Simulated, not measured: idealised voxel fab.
Title: Process Module voxel double patterning
Cross-sectional view cut (width: 300 nm; square cell size: 5 nm).
Just so we're on the same page, the cross-sections are grids of square cells, and they're listed out in bands top to bottom, each band one or more rows deep.
Band entry format. Leading values: height of top, height of bottom, nm. Remainder: materials in left-to-right order, each with its width in nm. Special words: "full width" on a single material, which then fills the band edge to edge; "empty", empty space.
Where do heights start? At 0: under that level the wafer as delivered is made of one material only. And the lowest band has no floor; it just carries on downward, as in "0 down".
Width spec "30..40" -> top row of cells at first value, bottom row at second value, equal per-row change in between.
Step note "nothing got changed" = no cross-section cell changed.
"Sealed cavities" lists enclosed empty spaces (at least 8 cells, no open path upward to the top), each as width x height at distance from the left edge, in nm.
What comes after the settings on a step's line is commentary from the simulator itself on that step.
You can add "overlay nm" to a step's line. For a step with a mask, it describes how far the mask lay to the right of its planned position, and a negative number describes a lay to the left.

# Set out below are the planned steps of the process
1. RECEIVE (material Si)
2. CONFORMAL_DEP (material SiN; thk nm 5)
3. DIRECTIONAL_DEP (material SiO2; thk nm 20)
4. DIRECTIONAL_DEP (material SiCN; thk nm 10)
5. DIRECTIONAL_DEP (material aC; thk nm 10)
6. PATTERN (tone open; mask id FIRST; material resist; width nm 15; pitch nm 50; thk nm 25; overlay nm 0)
7. DIRECTIONAL_ETCH (etch materials aC; depth nm 10)
8. STRIP (etch materials resist)
9. DIRECTIONAL_ETCH (etch materials SiCN; depth nm 10)
10. STRIP (etch materials aC)
11. DIRECTIONAL_DEP (material aC; thk nm 10)
12. PATTERN (tone open; mask id SECOND; material resist; width nm 15; pitch nm 50; thk nm 30; overlay nm 0)
13. DIRECTIONAL_ETCH (etch materials aC; depth nm 10)
14. STRIP (etch materials resist)
15. DIRECTIONAL_ETCH (etch materials SiCN; depth nm 10)
16. STRIP (etch materials aC)
17. DIRECTIONAL_ETCH (etch materials SiO2; depth nm 20)
18. STRIP (etch materials SiCN)

# The first of the two wafers, which ran as planned

# Cross-section: wafer on arrival = after step 1
  0 down: Si full width
  Sealed cavities: none

# Cross-section through the wafer, step 2 finished
  5 to 0: SiN full width
  Unchanged below 0.

# Cross-section through the wafer, step 3 finished
  25 to 5: SiO2 full width
  Unchanged below 5.

# Cross-section through the wafer, step 4 finished
  35 to 25: SiCN full width
  Unchanged below 25.

# Cross-section through the wafer, step 5 finished
  45 to 35: aC full width
  Unchanged below 35.

# Cross-section through the wafer, step 6 finished
  70 to 45: 90 nm resist, then 15 nm empty, then 35 nm resist, then 15 nm empty, then 35 nm resist, then 15 nm empty, then 95 nm resist
  Unchanged below 45.

# Cross-section through the wafer, step 7 finished
  60 to 45: 90 nm resist, then 15 nm empty, then 35 nm resist, then 15 nm empty, then 35 nm resist, then 15 nm empty, then 95 nm resist
  45 to 35: 90 nm aC, then 15 nm empty, then 35 nm aC, then 15 nm empty, then 35 nm aC, then 15 nm empty, then 95 nm aC
  Unchanged below 35.

# Cross-section through the wafer, step 8 finished
  45 to 35: 90 nm aC, then 15 nm empty, then 35 nm aC, then 15 nm empty, then 35 nm aC, then 15 nm empty, then 95 nm aC
  Unchanged below 35.

# Cross-section through the wafer, step 9 finished
  45 to 35: 90 nm aC, then 15 nm empty, then 35 nm aC, then 15 nm empty, then 35 nm aC, then 15 nm empty, then 95 nm aC
  35 to 25: 90 nm SiCN, then 15 nm empty, then 35 nm SiCN, then 15 nm empty, then 35 nm SiCN, then 15 nm empty, then 95 nm SiCN
  Unchanged below 25.

# Cross-section through the wafer, step 10 finished
  35 to 25: 90 nm SiCN, then 15 nm empty, then 35 nm SiCN, then 15 nm empty, then 35 nm SiCN, then 15 nm empty, then 95 nm SiCN
  Unchanged below 25.

# Cross-section through the wafer, step 11 finished
  45 to 35: 90 nm aC, then 15 nm empty, then 35 nm aC, then 15 nm empty, then 35 nm aC, then 15 nm empty, then 95 nm aC
  35 to 25: 90 nm SiCN, then 15 nm aC, then 35 nm SiCN, then 15 nm aC, then 35 nm SiCN, then 15 nm aC, then 95 nm SiCN
  Unchanged below 25.

# Cross-section through the wafer, step 12 finished
  75 to 45: 115 nm resist, then 15 nm empty, then 35 nm resist, then 15 nm empty, then 120 nm resist
  45 to 35: 90 nm aC, then 15 nm resist, then 35 nm aC, then 15 nm resist, then 35 nm aC, then 15 nm resist, then 95 nm aC
  Unchanged below 35.

# Cross-section through the wafer, step 13 finished
  65 to 45: 115 nm resist, then 15 nm empty, then 35 nm resist, then 15 nm empty, then 120 nm resist
  45 to 35: 90 nm aC, then 15 nm resist, then 10 nm aC, then 15 nm empty, then 10 nm aC, then 15 nm resist, then 10 nm aC, then 15 nm empty, then 10 nm aC, then 15 nm resist, then 95 nm aC
  Unchanged below 35.

# Cross-section through the wafer, step 14 finished
  45 to 35: 90 nm aC, then 15 nm empty, then 10 nm aC, then 15 nm empty, then 10 nm aC, then 15 nm empty, then 10 nm aC, then 15 nm empty, then 10 nm aC, then 15 nm empty, then 95 nm aC
  Unchanged below 35.

# Cross-section through the wafer, step 15 finished
  45 to 35: 90 nm aC, then 15 nm empty, then 10 nm aC, then 15 nm empty, then 10 nm aC, then 15 nm empty, then 10 nm aC, then 15 nm empty, then 10 nm aC, then 15 nm empty, then 95 nm aC
  35 to 25: 90 nm SiCN, then 15 nm aC, then 10 nm SiCN, then 15 nm empty, then 10 nm SiCN, then 15 nm aC, then 10 nm SiCN, then 15 nm empty, then 10 nm SiCN, then 15 nm aC, then 95 nm SiCN
  Unchanged below 25.

# Cross-section through the wafer, step 16 finished
  35 to 25: 90 nm SiCN, then 15 nm empty, then 10 nm SiCN, then 15 nm empty, then 10 nm SiCN, then 15 nm empty, then 10 nm SiCN, then 15 nm empty, then 10 nm SiCN, then 15 nm empty, then 95 nm SiCN
  Unchanged below 25.

# Cross-section through the wafer, step 17 finished
  35 to 25: 90 nm SiCN, then 15 nm empty, then 10 nm SiCN, then 15 nm empty, then 10 nm SiCN, then 15 nm empty, then 10 nm SiCN, then 15 nm empty, then 10 nm SiCN, then 15 nm empty, then 95 nm SiCN
  25 to 5: 90 nm SiO2, then 15 nm empty, then 10 nm SiO2, then 15 nm empty, then 10 nm SiO2, then 15 nm empty, then 10 nm SiO2, then 15 nm empty, then 10 nm SiO2, then 15 nm empty, then 95 nm SiO2
  Unchanged below 5.

# Cross-section through the wafer, step 18 finished
  25 to 5: 90 nm SiO2, then 15 nm empty, then 10 nm SiO2, then 15 nm empty, then 10 nm SiO2, then 15 nm empty, then 10 nm SiO2, then 15 nm empty, then 10 nm SiO2, then 15 nm empty, then 95 nm SiO2
  Unchanged below 5.

# Companion wafer, the second of two: same beginning, same intended sequence, one mistake in carrying it out; through step 1 inclusive it tracks the first exactly

Cross-section of the second wafer corresponding to the planned conclusion of step 2: nothing got changed

# Cross-section of the second wafer corresponding to the planned conclusion of step 3
  20 to 0: SiO2 full width
  Unchanged below 0.

# Cross-section of the second wafer corresponding to the planned conclusion of step 4
  30 to 20: SiCN full width
  Unchanged below 20.

# Cross-section of the second wafer corresponding to the planned conclusion of step 5
  40 to 30: aC full width
  Unchanged below 30.

# Cross-section of the second wafer corresponding to the planned conclusion of step 6
  65 to 40: 90 nm resist, then 15 nm empty, then 35 nm resist, then 15 nm empty, then 35 nm resist, then 15 nm empty, then 95 nm resist
  Unchanged below 40.

# Cross-section of the second wafer corresponding to the planned conclusion of step 7
  55 to 40: 90 nm resist, then 15 nm empty, then 35 nm resist, then 15 nm empty, then 35 nm resist, then 15 nm empty, then 95 nm resist
  40 to 30: 90 nm aC, then 15 nm empty, then 35 nm aC, then 15 nm empty, then 35 nm aC, then 15 nm empty, then 95 nm aC
  Unchanged below 30.

# Cross-section of the second wafer corresponding to the planned conclusion of step 8
  40 to 30: 90 nm aC, then 15 nm empty, then 35 nm aC, then 15 nm empty, then 35 nm aC, then 15 nm empty, then 95 nm aC
  Unchanged below 30.

# Cross-section of the second wafer corresponding to the planned conclusion of step 9
  40 to 30: 90 nm aC, then 15 nm empty, then 35 nm aC, then 15 nm empty, then 35 nm aC, then 15 nm empty, then 95 nm aC
  30 to 20: 90 nm SiCN, then 15 nm empty, then 35 nm SiCN, then 15 nm empty, then 35 nm SiCN, then 15 nm empty, then 95 nm SiCN
  Unchanged below 20.

# Cross-section of the second wafer corresponding to the planned conclusion of step 10
  30 to 20: 90 nm SiCN, then 15 nm empty, then 35 nm SiCN, then 15 nm empty, then 35 nm SiCN, then 15 nm empty, then 95 nm SiCN
  Unchanged below 20.

# Cross-section of the second wafer corresponding to the planned conclusion of step 11
  40 to 30: 90 nm aC, then 15 nm empty, then 35 nm aC, then 15 nm empty, then 35 nm aC, then 15 nm empty, then 95 nm aC
  30 to 20: 90 nm SiCN, then 15 nm aC, then 35 nm SiCN, then 15 nm aC, then 35 nm SiCN, then 15 nm aC, then 95 nm SiCN
  Unchanged below 20.

# Cross-section of the second wafer corresponding to the planned conclusion of step 12
  70 to 40: 115 nm resist, then 15 nm empty, then 35 nm resist, then 15 nm empty, then 120 nm resist
  40 to 30: 90 nm aC, then 15 nm resist, then 35 nm aC, then 15 nm resist, then 35 nm aC, then 15 nm resist, then 95 nm aC
  Unchanged below 30.

# Cross-section of the second wafer corresponding to the planned conclusion of step 13
  60 to 40: 115 nm resist, then 15 nm empty, then 35 nm resist, then 15 nm empty, then 120 nm resist
  40 to 30: 90 nm aC, then 15 nm resist, then 10 nm aC, then 15 nm empty, then 10 nm aC, then 15 nm resist, then 10 nm aC, then 15 nm empty, then 10 nm aC, then 15 nm resist, then 95 nm aC
  Unchanged below 30.

# Cross-section of the second wafer corresponding to the planned conclusion of step 14
  40 to 30: 90 nm aC, then 15 nm empty, then 10 nm aC, then 15 nm empty, then 10 nm aC, then 15 nm empty, then 10 nm aC, then 15 nm empty, then 10 nm aC, then 15 nm empty, then 95 nm aC
  Unchanged below 30.

# Cross-section of the second wafer corresponding to the planned conclusion of step 15
  40 to 30: 90 nm aC, then 15 nm empty, then 10 nm aC, then 15 nm empty, then 10 nm aC, then 15 nm empty, then 10 nm aC, then 15 nm empty, then 10 nm aC, then 15 nm empty, then 95 nm aC
  30 to 20: 90 nm SiCN, then 15 nm aC, then 10 nm SiCN, then 15 nm empty, then 10 nm SiCN, then 15 nm aC, then 10 nm SiCN, then 15 nm empty, then 10 nm SiCN, then 15 nm aC, then 95 nm SiCN
  Unchanged below 20.

# Cross-section of the second wafer corresponding to the planned conclusion of step 16
  30 to 20: 90 nm SiCN, then 15 nm empty, then 10 nm SiCN, then 15 nm empty, then 10 nm SiCN, then 15 nm empty, then 10 nm SiCN, then 15 nm empty, then 10 nm SiCN, then 15 nm empty, then 95 nm SiCN
  Unchanged below 20.

# Cross-section of the second wafer corresponding to the planned conclusion of step 17
  30 to 20: 90 nm SiCN, then 15 nm empty, then 10 nm SiCN, then 15 nm empty, then 10 nm SiCN, then 15 nm empty, then 10 nm SiCN, then 15 nm empty, then 10 nm SiCN, then 15 nm empty, then 95 nm SiCN
  20 to 0: 90 nm SiO2, then 15 nm empty, then 10 nm SiO2, then 15 nm empty, then 10 nm SiO2, then 15 nm empty, then 10 nm SiO2, then 15 nm empty, then 10 nm SiO2, then 15 nm empty, then 95 nm SiO2
  Unchanged below 0.

# Cross-section of the second wafer corresponding to the planned conclusion of step 18
  20 to 0: 90 nm SiO2, then 15 nm empty, then 10 nm SiO2, then 15 nm empty, then 10 nm SiO2, then 15 nm empty, then 10 nm SiO2, then 15 nm empty, then 10 nm SiO2, then 15 nm empty, then 95 nm SiO2
  Unchanged below 0.
Misprocessing identified: with respect to the plan, step 2 was omitted and not executed
Count the cells at the end and the second wafer has more or fewer of some materials than the first: SiN -60
